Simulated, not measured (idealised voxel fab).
process module | voxel transistor to metal
cross-section cut | 195 nm wide | cells 5 nm
A cross-section is a grid of square cells, given in bands from the top down. A band is one or more rows of cells.
Each band's line starts with the height of the band's top and of its bottom, in nm. Then come its materials from left to right, each with its width in nm. One material with "throughout" fills the band from edge to edge. "air" is empty space.
Height 0 is the level under which the wafer as received is all one material. The lowest band goes on downwards, as in "0 down".
A width such as "30 to 40" changes by the same amount from each row of cells to the next, from the band's top row to its bottom row.
"no change" after a step means that no cell of the cross-section changed.
closed voids: empty space of 8 cells or more with no open way to the top, each as width x height at its distance from the left edge, in nm
after a step's settings: what the simulator itself notes on the step
overlay nm, on a step with a mask: how far to the right of its planned place the mask lay; to the left if negative
plan
1 op RECEIVE | material Si
2 op CONFORMAL_DEP | material SiO2 | thk nm 5
3 op CONFORMAL_DEP | material SiN | thk nm 10
4 op PATTERN | tone cover | mask id ACTIVE | material resist | width nm 125 | thk nm 15 | overlay nm 0
5 op DIRECTIONAL_ETCH | etch materials SiN | depth nm 10
6 op DIRECTIONAL_ETCH | etch materials SiO2 | depth nm 5
7 op DIRECTIONAL_ETCH | etch materials Si | depth nm 20
8 op STRIP | etch materials resist
9 op OXIDIZE | depth nm 5
10 op FILL_DEP | material SiO2 | thk nm 5
11 op CMP | height nm 15
12 op SELECTIVE_ETCH | etch materials SiO2 | depth nm 10
13 op STRIP | etch materials SiN
14 op SELECTIVE_ETCH | etch materials SiO2 | depth nm 5
15 op OXIDIZE | depth nm 5
16 op DIRECTIONAL_DEP | material polySi | thk nm 30
17 op DIRECTIONAL_DEP | material SiCN | thk nm 15
18 op PATTERN | tone cover | mask id GATE | material resist | width nm 35 | thk nm 15 | overlay nm 0
19 op DIRECTIONAL_ETCH | etch materials SiCN | depth nm 25
20 op DIRECTIONAL_ETCH | etch materials polySi | depth nm 40
21 op STRIP | etch materials resist
22 op CONFORMAL_DEP | material SiO2 | thk nm 5
23 op DIRECTIONAL_ETCH | etch materials SiO2 | depth nm 5
24 op CONFORMAL_DEP | material SiN | thk nm 5
25 op DIRECTIONAL_ETCH | etch materials SiN | depth nm 5
26 op DIRECTIONAL_ETCH | etch materials SiO2 | depth nm 5
27 op DIRECTIONAL_ETCH | etch materials Si | depth nm 15
28 op EPI | material SiGe | thk nm 20
29 op FILL_DEP | material SiO2 | thk nm 5
30 op CMP | height nm 30
31 op STRIP | etch materials polySi
32 op SELECTIVE_ETCH | etch materials SiO2 | depth nm 5
33 op CONFORMAL_DEP | material HfO2 | thk nm 5
34 op CONFORMAL_DEP | material TiN | thk nm 5
35 op FILL_DEP | material W | thk nm 10
36 op CMP | height nm 25
37 op DIRECTIONAL_DEP | material SiO2 | thk nm 10
38 op DIRECTIONAL_DEP | material aC | thk nm 15
39 op PATTERN | tone open | mask id CONTACT | material resist | width nm 15 | pitch nm 90 | thk nm 30 | overlay nm 0
40 op DIRECTIONAL_ETCH | etch materials aC | depth nm 15
41 op STRIP | etch materials resist
42 op DIRECTIONAL_ETCH | etch materials SiO2 | depth nm 35
43 op STRIP | etch materials aC
44 op CONFORMAL_DEP | material TiN | thk nm 5
45 op FILL_DEP | material Ru | thk nm 5
46 op CMP | height nm 35
47 op DIRECTIONAL_DEP | material TiN | thk nm 5
48 op DIRECTIONAL_DEP | material W | thk nm 15
49 op PATTERN | tone cover | mask id METAL_1 | material resist | width nm 15 | pitch nm 90 | thk nm 15 | overlay nm 0
50 op DIRECTIONAL_ETCH | etch materials W | depth nm 15
51 op DIRECTIONAL_ETCH | etch materials TiN | depth nm 5
52 op STRIP | etch materials resist
53 op FILL_DEP | material lowk | thk nm 10
54 op CMP | height nm 55
55 op CONFORMAL_DEP | material SiN | thk nm 5
as received, after step 1
  0 down: Si throughout
  closed voids: none
a wafer at the end: this start, this plan, one mistake
  60 to 55: SiN throughout
  55 to 40: lowk 45 | W 15 | lowk 75 | W 15 | lowk 45
  40 to 35: lowk 45 | TiN 15 | lowk 75 | TiN 15 | lowk 45
  35 to 25: SiO2 45 | TiN 5 | Ru 5 | TiN 5 | SiO2 75 | TiN 5 | Ru 5 | TiN 5 | SiO2 45
  25 to 20: SiO2 45 | TiN 5 | Ru 5 | TiN 5 | SiO2 10 | SiN 5 | HfO2 5 | TiN 5 | W 25 | TiN 5 | HfO2 5 | SiN 5 | SiO2 10 | TiN 5 | Ru 5 | TiN 5 | SiO2 45
  20 to 15: SiO2 45 | TiN 15 | SiO2 10 | SiN 5 | HfO2 5 | TiN 5 | W 25 | TiN 5 | HfO2 5 | SiN 5 | SiO2 10 | TiN 15 | SiO2 45
  15 to 5: SiO2 45 | TiN 5 | SiGe 20 | SiN 5 | HfO2 5 | TiN 5 | W 25 | TiN 5 | HfO2 5 | SiN 5 | SiGe 20 | TiN 5 | SiO2 45
  5 to 0: SiO2 45 | TiN 5 | SiGe 20 | SiN 5 | HfO2 5 | TiN 35 | HfO2 5 | SiN 5 | SiGe 20 | TiN 5 | SiO2 45
  0 to -5: SiO2 40 | SiGe 30 | SiO2 5 | HfO2 45 | SiO2 5 | SiGe 40 | SiO2 30
  -5 to -20: SiO2 45 | SiGe 25 | Si 55 | SiGe 35 | SiO2 35
  -20 to -25: SiO2 45 | Si 115 | SiO2 35
  -25 down: Si throughout
  closed voids: none
what went wrong: step 4 ran as: op PATTERN | tone cover | mask id ACTIVE | material resist | width nm 125 | thk nm 15 | overlay nm 5
